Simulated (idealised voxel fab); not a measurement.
Name of the process module below: voxel capacitor over wiring
Cross-section cut spans 300 nm and uses square cells 5 nm in size.
Notation: cross-section as square-cell grid; stated in bands, top first, going down; one or more cell rows per band. Band: top and bottom heights (nm) first, top before bottom; then materials from left to right, widths in nm. "everywhere" marks a sole material filling the band edge to edge. "empty" denotes empty space. Heights are expressed relative to 0, this being the level below which the as-received wafer comprises one material exclusively. The lowest band is unbounded in the downward direction and is denoted as in "0..down". The width entry "30->40" should be interpreted row by row: the top row of cells in the band takes the first number, the bottom row takes the second number, and the change between adjacent rows is uniform throughout. "changes: none" for a step: no cell of the cross-section changed in that step. Heads up: "Unvented cavities" only lists the empty pockets with no open path to the top that are 8 cells or more, and it writes them as width x height at distance, distance from the left edge, in nm. Text after the settings on a step's line: the simulator's own remark on that step. overlay nm: mask right of planned place by this much (step with mask). Neg. = left.
PROCESS STEPS FORESEEN IN THE PLAN
1: RECEIVE: material Si
2: CONFORMAL_DEP: material SiO2, thk nm 10
3: CONFORMAL_DEP: material SiCN, thk nm 5
4: DIRECTIONAL_DEP: material lowk, thk nm 25
5: MASKED_ETCH: tone open, mask id METAL_1, width nm 30, pitch nm 100, etch materials lowk, depth nm 25, overlay nm 0
6: MASKED_ETCH: tone open, mask id METAL_1, width nm 30, pitch nm 100, etch materials SiCN, depth nm 5, overlay nm 0
7: CONFORMAL_DEP: material TiN, thk nm 5
8: FILL_DEP: material Cu, thk nm 5
9: CMP: height nm 40
10: EPI: material Ru, thk nm 5
11: FILL_DEP: material SiCN, thk nm 5
12: DIRECTIONAL_DEP: material lowk, thk nm 10
13: DIRECTIONAL_DEP: material aC, thk nm 15
14: PATTERN: tone open, mask id PLUG_1, material resist, width nm 15, thk nm 35, overlay nm 0
15: DIRECTIONAL_ETCH: etch materials aC, depth nm 15
16: STRIP: etch materials resist
17: DIRECTIONAL_ETCH: etch materials lowk, depth nm 10
18: DIRECTIONAL_ETCH: etch materials SiCN, depth nm 5
19: STRIP: etch materials aC
20: EPI: material Ru, thk nm 10
21: EPI: material Ru, thk nm 5
22: DIRECTIONAL_DEP: material TiN, thk nm 5
23: DIRECTIONAL_DEP: material SiN, thk nm 5
24: DIRECTIONAL_DEP: material TiN, thk nm 5
25: DIRECTIONAL_DEP: material aC, thk nm 15
26: PATTERN: tone cover, mask id UPPER_PLATE, material resist, width nm 75, thk nm 30, overlay nm 0
27: DIRECTIONAL_ETCH: etch materials aC, depth nm 15
28: STRIP: etch materials resist
29: DIRECTIONAL_ETCH: etch materials TiN, depth nm 5
30: DIRECTIONAL_ETCH: etch materials SiN, depth nm 5
31: STRIP: etch materials aC
32: DIRECTIONAL_DEP: material aC, thk nm 15
33: PATTERN: tone cover, mask id LOWER_PLATE, material resist, width nm 85, thk nm 35, overlay nm 0
34: DIRECTIONAL_ETCH: etch materials aC, depth nm 15
35: STRIP: etch materials resist
36: DIRECTIONAL_ETCH: etch materials TiN, depth nm 5
37: STRIP: etch materials aC
38: FILL_DEP: material SiO2, thk nm 15
39: CMP: height nm 85
40: DIRECTIONAL_DEP: material aC, thk nm 15
41: PATTERN: tone open, mask id PLUG_2, material resist, width nm 15, thk nm 35, overlay nm 0
42: DIRECTIONAL_ETCH: etch materials aC, depth nm 15
43: STRIP: etch materials resist
44: DIRECTIONAL_ETCH: etch materials SiO2, depth nm 10
45: STRIP: etch materials aC
46: CONFORMAL_DEP: material TiN, thk nm 5
47: FILL_DEP: material Cu, thk nm 10
48: CMP: height nm 85
49: CONFORMAL_DEP: material SiCN, thk nm 5
ACCOUNT OF THE FIRST OF TWO WAFERS, WHICH WAS PROCESSED AS INTENDED
CROSS-SECTION OF THE WAFER AS IT CAME TO US, I.E., ALREADY THROUGH STEP 1
- 0..down = Si everywhere
- Unvented cavities: none
WAFER SECTION VIEW AFTER PROCESSING STEP 2
- 10..0 = SiO2 everywhere
- Below 0 it's all the same as before, nothing changed down there.
WAFER SECTION VIEW AFTER PROCESSING STEP 3
- 15..10 = SiCN everywhere
- Below 10 it's all the same as before, nothing changed down there.
WAFER SECTION VIEW AFTER PROCESSING STEP 4
- 40..15 = lowk everywhere
- Below 15 it's all the same as before, nothing changed down there.
WAFER SECTION VIEW AFTER PROCESSING STEP 5
- 40..15 = lowk: 85, empty: 30, lowk: 70, empty: 30, lowk: 85
- Below 15 it's all the same as before, nothing changed down there.
WAFER SECTION VIEW AFTER PROCESSING STEP 6
- 40..15 = lowk: 85, empty: 30, lowk: 70, empty: 30, lowk: 85
- 15..10 = SiCN: 85, empty: 30, SiCN: 70, empty: 30, SiCN: 85
- Below 10 it's all the same as before, nothing changed down there.
WAFER SECTION VIEW AFTER PROCESSING STEP 7
- 45..40 = TiN: 90, empty: 20, TiN: 80, empty: 20, TiN: 90
- 40..15 = lowk: 85, TiN: 5, empty: 20, TiN: 5, lowk: 70, TiN: 5, empty: 20, TiN: 5, lowk: 85
- 15..10 = SiCN: 85, TiN: 30, SiCN: 70, TiN: 30, SiCN: 85
- Below 10 it's all the same as before, nothing changed down there.
WAFER SECTION VIEW AFTER PROCESSING STEP 8
- 50..45 = Cu everywhere
- 45..40 = TiN: 90, Cu: 20, TiN: 80, Cu: 20, TiN: 90
- 40..15 = lowk: 85, TiN: 5, Cu: 20, TiN: 5, lowk: 70, TiN: 5, Cu: 20, TiN: 5, lowk: 85
- Below 15 it's all the same as before, nothing changed down there.
WAFER SECTION VIEW AFTER PROCESSING STEP 9
- 40..15 = lowk: 85, TiN: 5, Cu: 20, TiN: 5, lowk: 70, TiN: 5, Cu: 20, TiN: 5, lowk: 85
- Below 15 it's all the same as before, nothing changed down there.
WAFER SECTION VIEW AFTER PROCESSING STEP 10
- 45..40 = empty: 80, Ru: 40, empty: 60, Ru: 40, empty: 80
- Below 40 it's all the same as before, nothing changed down there.
WAFER SECTION VIEW AFTER PROCESSING STEP 11
- 50..45 = SiCN everywhere
- 45..40 = SiCN: 80, Ru: 40, SiCN: 60, Ru: 40, SiCN: 80
- Below 40 it's all the same as before, nothing changed down there.
WAFER SECTION VIEW AFTER PROCESSING STEP 12
- 60..50 = lowk everywhere
- Below 50 it's all the same as before, nothing changed down there.
WAFER SECTION VIEW AFTER PROCESSING STEP 13
- 75..60 = aC everywhere
- Below 60 it's all the same as before, nothing changed down there.
WAFER SECTION VIEW AFTER PROCESSING STEP 14
- 110..75 = resist: 100, empty: 15, resist: 185
- Below 75 it's all the same as before, nothing changed down there.
WAFER SECTION VIEW AFTER PROCESSING STEP 15
- 95..75 = resist: 100, empty: 15, resist: 185
- 75..60 = aC: 100, empty: 15, aC: 185
- Below 60 it's all the same as before, nothing changed down there.
WAFER SECTION VIEW AFTER PROCESSING STEP 16
- 75..60 = aC: 100, empty: 15, aC: 185
- Below 60 it's all the same as before, nothing changed down there.
WAFER SECTION VIEW AFTER PROCESSING STEP 17
- 75..60 = aC: 100, empty: 15, aC: 185
- 60..50 = lowk: 100, empty: 15, lowk: 185
- Below 50 it's all the same as before, nothing changed down there.
WAFER SECTION VIEW AFTER PROCESSING STEP 18
- 75..60 = aC: 100, empty: 15, aC: 185
- 60..50 = lowk: 100, empty: 15, lowk: 185
- 50..45 = SiCN: 100, empty: 15, SiCN: 185
- Below 45 it's all the same as before, nothing changed down there.
WAFER SECTION VIEW AFTER PROCESSING STEP 19
- 60..50 = lowk: 100, empty: 15, lowk: 185
- Below 50 it's all the same as before, nothing changed down there.
WAFER SECTION VIEW AFTER PROCESSING STEP 20
- 60..55 = lowk: 100, empty: 15, lowk: 185
- 55..50 = lowk: 100, Ru: 15, lowk: 185
- 50..45 = SiCN: 100, Ru: 15, SiCN: 185
- Below 45 it's all the same as before, nothing changed down there.
WAFER SECTION VIEW AFTER PROCESSING STEP 21
- 60..50 = lowk: 100, Ru: 15, lowk: 185
- Below 50 it's all the same as before, nothing changed down there.
WAFER SECTION VIEW AFTER PROCESSING STEP 22
- 65..60 = TiN everywhere
- Below 60 it's all the same as before, nothing changed down there.
WAFER SECTION VIEW AFTER PROCESSING STEP 23
- 70..65 = SiN everywhere
- Below 65 it's all the same as before, nothing changed down there.
WAFER SECTION VIEW AFTER PROCESSING STEP 24
- 75..70 = TiN everywhere
- Below 70 it's all the same as before, nothing changed down there.
WAFER SECTION VIEW AFTER PROCESSING STEP 25
- 90..75 = aC everywhere
- Below 75 it's all the same as before, nothing changed down there.
WAFER SECTION VIEW AFTER PROCESSING STEP 26
- 120..90 = empty: 100, resist: 75, empty: 125
- Below 90 it's all the same as before, nothing changed down there.
WAFER SECTION VIEW AFTER PROCESSING STEP 27
- 105..90 = empty: 100, resist: 75, empty: 125
- 90..75 = empty: 100, aC: 75, empty: 125
- Below 75 it's all the same as before, nothing changed down there.
WAFER SECTION VIEW AFTER PROCESSING STEP 28
- 90..75 = empty: 100, aC: 75, empty: 125
- Below 75 it's all the same as before, nothing changed down there.
WAFER SECTION VIEW AFTER PROCESSING STEP 29
- 90..75 = empty: 100, aC: 75, empty: 125
- 75..70 = empty: 100, TiN: 75, empty: 125
- Below 70 it's all the same as before, nothing changed down there.
WAFER SECTION VIEW AFTER PROCESSING STEP 30
- 90..75 = empty: 100, aC: 75, empty: 125
- 75..70 = empty: 100, TiN: 75, empty: 125
- 70..65 = empty: 100, SiN: 75, empty: 125
- Below 65 it's all the same as before, nothing changed down there.
WAFER SECTION VIEW AFTER PROCESSING STEP 31
- 75..70 = empty: 100, TiN: 75, empty: 125
- Below 70 it's all the same as before, nothing changed down there.
WAFER SECTION VIEW AFTER PROCESSING STEP 32
- 90..80 = empty: 100, aC: 75, empty: 125
- 80..75 = aC everywhere
- 75..70 = aC: 100, TiN: 75, aC: 125
- 70..65 = aC: 100, SiN: 75, aC: 125
- Below 65 it's all the same as before, nothing changed down there.
WAFER SECTION VIEW AFTER PROCESSING STEP 33
- 125..90 = empty: 95, resist: 85, empty: 120
- 90..80 = empty: 95, resist: 5, aC: 75, resist: 5, empty: 120
- Below 80 it's all the same as before, nothing changed down there.
WAFER SECTION VIEW AFTER PROCESSING STEP 34
- 110..90 = empty: 95, resist: 85, empty: 120
- 90..80 = empty: 95, resist: 5, aC: 75, resist: 5, empty: 120
- 80..75 = empty: 95, aC: 85, empty: 120
- 75..70 = empty: 95, aC: 5, TiN: 75, aC: 5, empty: 120
- 70..65 = empty: 95, aC: 5, SiN: 75, aC: 5, empty: 120
- Below 65 it's all the same as before, nothing changed down there.
WAFER SECTION VIEW AFTER PROCESSING STEP 35
- 90..80 = empty: 100, aC: 75, empty: 125
- Below 80 it's all the same as before, nothing changed down there.
WAFER SECTION VIEW AFTER PROCESSING STEP 36
- 90..80 = empty: 100, aC: 75, empty: 125
- 80..75 = empty: 95, aC: 85, empty: 120
- 75..70 = empty: 95, aC: 5, TiN: 75, aC: 5, empty: 120
- 70..65 = empty: 95, aC: 5, SiN: 75, aC: 5, empty: 120
- 65..60 = empty: 95, TiN: 85, empty: 120
- Below 60 it's all the same as before, nothing changed down there.
WAFER SECTION VIEW AFTER PROCESSING STEP 37
- 75..70 = empty: 100, TiN: 75, empty: 125
- 70..65 = empty: 100, SiN: 75, empty: 125
- Below 65 it's all the same as before, nothing changed down there.
WAFER SECTION VIEW AFTER PROCESSING STEP 38
- 90..75 = SiO2 everywhere
- 75..70 = SiO2: 100, TiN: 75, SiO2: 125
- 70..65 = SiO2: 100, SiN: 75, SiO2: 125
- 65..60 = SiO2: 95, TiN: 85, SiO2: 120
- Below 60 it's all the same as before, nothing changed down there.
WAFER SECTION VIEW AFTER PROCESSING STEP 39
- 85..75 = SiO2 everywhere
- Below 75 it's all the same as before, nothing changed down there.
WAFER SECTION VIEW AFTER PROCESSING STEP 40
- 100..85 = aC everywhere
- Below 85 it's all the same as before, nothing changed down there.
WAFER SECTION VIEW AFTER PROCESSING STEP 41
- 135..100 = resist: 110, empty: 15, resist: 175
- Below 100 it's all the same as before, nothing changed down there.
WAFER SECTION VIEW AFTER PROCESSING STEP 42
- 120..100 = resist: 110, empty: 15, resist: 175
- 100..85 = aC: 110, empty: 15, aC: 175
- Below 85 it's all the same as before, nothing changed down there.
WAFER SECTION VIEW AFTER PROCESSING STEP 43
- 100..85 = aC: 110, empty: 15, aC: 175
- Below 85 it's all the same as before, nothing changed down there.
WAFER SECTION VIEW AFTER PROCESSING STEP 44
- 100..85 = aC: 110, empty: 15, aC: 175
- 85..75 = SiO2: 110, empty: 15, SiO2: 175
- Below 75 it's all the same as before, nothing changed down there.
WAFER SECTION VIEW AFTER PROCESSING STEP 45
- 85..75 = SiO2: 110, empty: 15, SiO2: 175
- Below 75 it's all the same as before, nothing changed down there.
WAFER SECTION VIEW AFTER PROCESSING STEP 46
- 90..85 = TiN: 115, empty: 5, TiN: 180
- 85..80 = SiO2: 110, TiN: 5, empty: 5, TiN: 5, SiO2: 175
- 80..70 = SiO2: 110->100, TiN: 15->75, SiO2: 175->125
- Below 70 it's all the same as before, nothing changed down there.
WAFER SECTION VIEW AFTER PROCESSING STEP 47
- 100..90 = Cu everywhere
- 90..85 = TiN: 115, Cu: 5, TiN: 180
- 85..80 = SiO2: 110, TiN: 5, Cu: 5, TiN: 5, SiO2: 175
- Below 80 it's all the same as before, nothing changed down there.
WAFER SECTION VIEW AFTER PROCESSING STEP 48
- 85..80 = SiO2: 110, TiN: 5, Cu: 5, TiN: 5, SiO2: 175
- Below 80 it's all the same as before, nothing changed down there.
WAFER SECTION VIEW AFTER PROCESSING STEP 49
- 90..85 = SiCN everywhere
- Below 85 it's all the same as before, nothing changed down there.
WAFER TWO OF TWO - SAME STARTING POINT, SAME PROCESS PLAN, ONE MISTAKE IN EXECUTION; MATCHES WAFER ONE UP TO AND INCLUDING STEP 25
CROSS-SECTION: SECOND WAFER, TIME AT WHICH STEP 26 WAS SCHEDULED TO END
- 120..90 = empty: 105, resist: 70, empty: 125
- Below 90 it's all the same as before, nothing changed down there.
CROSS-SECTION: SECOND WAFER, TIME AT WHICH STEP 27 WAS SCHEDULED TO END
- 105..90 = empty: 105, resist: 70, empty: 125
- 90..75 = empty: 105, aC: 70, empty: 125
- Below 75 it's all the same as before, nothing changed down there.
CROSS-SECTION: SECOND WAFER, TIME AT WHICH STEP 28 WAS SCHEDULED TO END
- 90..75 = empty: 105, aC: 70, empty: 125
- Below 75 it's all the same as before, nothing changed down there.
CROSS-SECTION: SECOND WAFER, TIME AT WHICH STEP 29 WAS SCHEDULED TO END
- 90..75 = empty: 105, aC: 70, empty: 125
- 75..70 = empty: 105, TiN: 70, empty: 125
- Below 70 it's all the same as before, nothing changed down there.
CROSS-SECTION: SECOND WAFER, TIME AT WHICH STEP 30 WAS SCHEDULED TO END
- 90..75 = empty: 105, aC: 70, empty: 125
- 75..70 = empty: 105, TiN: 70, empty: 125
- 70..65 = empty: 105, SiN: 70, empty: 125
- Below 65 it's all the same as before, nothing changed down there.
CROSS-SECTION: SECOND WAFER, TIME AT WHICH STEP 31 WAS SCHEDULED TO END
- 75..70 = empty: 105, TiN: 70, empty: 125
- Below 70 it's all the same as before, nothing changed down there.
CROSS-SECTION: SECOND WAFER, TIME AT WHICH STEP 32 WAS SCHEDULED TO END
- 90..80 = empty: 105, aC: 70, empty: 125
- 80..75 = aC everywhere
- 75..70 = aC: 105, TiN: 70, aC: 125
- 70..65 = aC: 105, SiN: 70, aC: 125
- Below 65 it's all the same as before, nothing changed down there.
CROSS-SECTION: SECOND WAFER, TIME AT WHICH STEP 33 WAS SCHEDULED TO END
- 125..90 = empty: 95, resist: 85, empty: 120
- 90..80 = empty: 95, resist: 10, aC: 70, resist: 5, empty: 120
- Below 80 it's all the same as before, nothing changed down there.
CROSS-SECTION: SECOND WAFER, TIME AT WHICH STEP 34 WAS SCHEDULED TO END
- 110..90 = empty: 95, resist: 85, empty: 120
- 90..80 = empty: 95, resist: 10, aC: 70, resist: 5, empty: 120
- 80..75 = empty: 95, aC: 85, empty: 120
- 75..70 = empty: 95, aC: 10, TiN: 70, aC: 5, empty: 120
- 70..65 = empty: 95, aC: 10, SiN: 70, aC: 5, empty: 120
- Below 65 it's all the same as before, nothing changed down there.
CROSS-SECTION: SECOND WAFER, TIME AT WHICH STEP 35 WAS SCHEDULED TO END
- 90..80 = empty: 105, aC: 70, empty: 125
- Below 80 it's all the same as before, nothing changed down there.
CROSS-SECTION: SECOND WAFER, TIME AT WHICH STEP 36 WAS SCHEDULED TO END
- 90..80 = empty: 105, aC: 70, empty: 125
- 80..75 = empty: 95, aC: 85, empty: 120
- 75..70 = empty: 95, aC: 10, TiN: 70, aC: 5, empty: 120
- 70..65 = empty: 95, aC: 10, SiN: 70, aC: 5, empty: 120
- 65..60 = empty: 95, TiN: 85, empty: 120
- Below 60 it's all the same as before, nothing changed down there.
CROSS-SECTION: SECOND WAFER, TIME AT WHICH STEP 37 WAS SCHEDULED TO END
- 75..70 = empty: 105, TiN: 70, empty: 125
- 70..65 = empty: 105, SiN: 70, empty: 125
- Below 65 it's all the same as before, nothing changed down there.
CROSS-SECTION: SECOND WAFER, TIME AT WHICH STEP 38 WAS SCHEDULED TO END
- 90..75 = SiO2 everywhere
- 75..70 = SiO2: 105, TiN: 70, SiO2: 125
- 70..65 = SiO2: 105, SiN: 70, SiO2: 125
- 65..60 = SiO2: 95, TiN: 85, SiO2: 120
- Below 60 it's all the same as before, nothing changed down there.
CROSS-SECTION: SECOND WAFER, TIME AT WHICH STEP 39 WAS SCHEDULED TO END
- 85..75 = SiO2 everywhere
- Below 75 it's all the same as before, nothing changed down there.
CROSS-SECTION: SECOND WAFER, TIME AT WHICH STEP 40 WAS SCHEDULED TO END
- 100..85 = aC everywhere
- Below 85 it's all the same as before, nothing changed down there.
CROSS-SECTION: SECOND WAFER, TIME AT WHICH STEP 41 WAS SCHEDULED TO END
- 135..100 = resist: 110, empty: 15, resist: 175
- Below 100 it's all the same as before, nothing changed down there.
CROSS-SECTION: SECOND WAFER, TIME AT WHICH STEP 42 WAS SCHEDULED TO END
- 120..100 = resist: 110, empty: 15, resist: 175
- 100..85 = aC: 110, empty: 15, aC: 175
- Below 85 it's all the same as before, nothing changed down there.
CROSS-SECTION: SECOND WAFER, TIME AT WHICH STEP 43 WAS SCHEDULED TO END
- 100..85 = aC: 110, empty: 15, aC: 175
- Below 85 it's all the same as before, nothing changed down there.
CROSS-SECTION: SECOND WAFER, TIME AT WHICH STEP 44 WAS SCHEDULED TO END
- 100..85 = aC: 110, empty: 15, aC: 175
- 85..75 = SiO2: 110, empty: 15, SiO2: 175
- Below 75 it's all the same as before, nothing changed down there.
CROSS-SECTION: SECOND WAFER, TIME AT WHICH STEP 45 WAS SCHEDULED TO END
- 85..75 = SiO2: 110, empty: 15, SiO2: 175
- Below 75 it's all the same as before, nothing changed down there.
CROSS-SECTION: SECOND WAFER, TIME AT WHICH STEP 46 WAS SCHEDULED TO END
- 90..85 = TiN: 115, empty: 5, TiN: 180
- 85..80 = SiO2: 110, TiN: 5, empty: 5, TiN: 5, SiO2: 175
- 80..70 = SiO2: 110->105, TiN: 15->70, SiO2: 175->125
- Below 70 it's all the same as before, nothing changed down there.
CROSS-SECTION: SECOND WAFER, TIME AT WHICH STEP 47 WAS SCHEDULED TO END
- 100..90 = Cu everywhere
- 90..85 = TiN: 115, Cu: 5, TiN: 180
- 85..80 = SiO2: 110, TiN: 5, Cu: 5, TiN: 5, SiO2: 175
- Below 80 it's all the same as before, nothing changed down there.
CROSS-SECTION: SECOND WAFER, TIME AT WHICH STEP 48 WAS SCHEDULED TO END
- 85..80 = SiO2: 110, TiN: 5, Cu: 5, TiN: 5, SiO2: 175
- Below 80 it's all the same as before, nothing changed down there.
CROSS-SECTION: SECOND WAFER, TIME AT WHICH STEP 49 WAS SCHEDULED TO END
- 90..85 = SiCN everywhere
- Below 85 it's all the same as before, nothing changed down there.
Finding, execution versus plan: off-plan run, step 26, actual operation and settings PATTERN: tone cover, mask id UPPER_PLATE, material resist, width nm 70, thk nm 30, overlay nm 0
Upon completion, the second wafer contains, in terms of cells, a greater or smaller amount of certain materials than the first wafer: 1 fewer of SiN; 2 more of SiO2; 1 fewer of TiN
